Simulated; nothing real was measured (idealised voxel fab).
The process module presented herein is designated voxel spacer lines.
This is section cut - it's 295 nm across, gridded in 5 nm square cells.
Throughout this document, each cross-section is represented as a grid of square cells and is presented as a sequence of bands enumerated from the top downward, where a band comprises one or more rows of cells. For a band, the entry starts with two heights in nm, that of the top and then that of the bottom, and carries on with the band's materials in order from left to right, each alongside its width in nm; the word "everywhere" beside a single material means it fills the band edge to edge, and "air" means empty space. Height 0 is the level under which the wafer as received is all one material. The lowest band goes on downwards, as in "0 -> down". The expression "30 to 40" gives the width at the extremes of the band, the first number at its top row of cells and the second at its bottom row, with the width changing by equal amounts from each row to the next in between. What does "changes: none" mean for a step? It means no cell of the cross-section changed in that step. Enclosed voids (no open way to top), threshold 8 cells or more, entry "Completely enclosed voids", notation width x height at distance, distance from left edge, nm. Read whatever lies past the settings on a step's line as the simulator's own remark about the step. For masked steps, "overlay nm" on the step line gives how far right of plan the mask actually lay; a minus sign means it lay to the left.

[Steps planned for the process]
1) RECEIVE with material Si
2) CONFORMAL_DEP with material Al2O3, thk nm 10
3) DIRECTIONAL_DEP with material SiN, thk nm 20
4) DIRECTIONAL_DEP with material aC, thk nm 30
5) PATTERN with tone cover, mask id MANDREL, material resist, width nm 15, pitch nm 60, thk nm 40, overlay nm 0
6) DIRECTIONAL_ETCH with etch materials aC, depth nm 30
7) STRIP with etch materials resist
8) CONFORMAL_DEP with material SiO2, thk nm 15
9) DIRECTIONAL_ETCH with etch materials SiO2, depth nm 15
10) STRIP with etch materials aC
11) DIRECTIONAL_ETCH with etch materials SiN, depth nm 20
12) STRIP with etch materials SiO2
13) FILL_DEP with material SiO2, thk nm 10
14) CMP with height nm 30

[Incoming wafer, cross-sectional view, post step 1]
    0 -> down | Si everywhere
    Completely enclosed voids: none

[Starting wafer: above. Plan: above. Run: one mistake. Cross-section after the module: below]
    20 -> 10 | SiO2 (65), SiN (15), SiO2 (15), SiN (15), SiO2 (15), SiN (15), SiO2 (15), SiN (15), SiO2 (15), SiN (15), SiO2 (15), SiN (15), SiO2 (65)
    10 -> 0 | Al2O3 everywhere
    0 -> down | Si everywhere
    Completely enclosed voids: none
Plan not followed: not per plan at step 14, really ran CMP with height nm 20
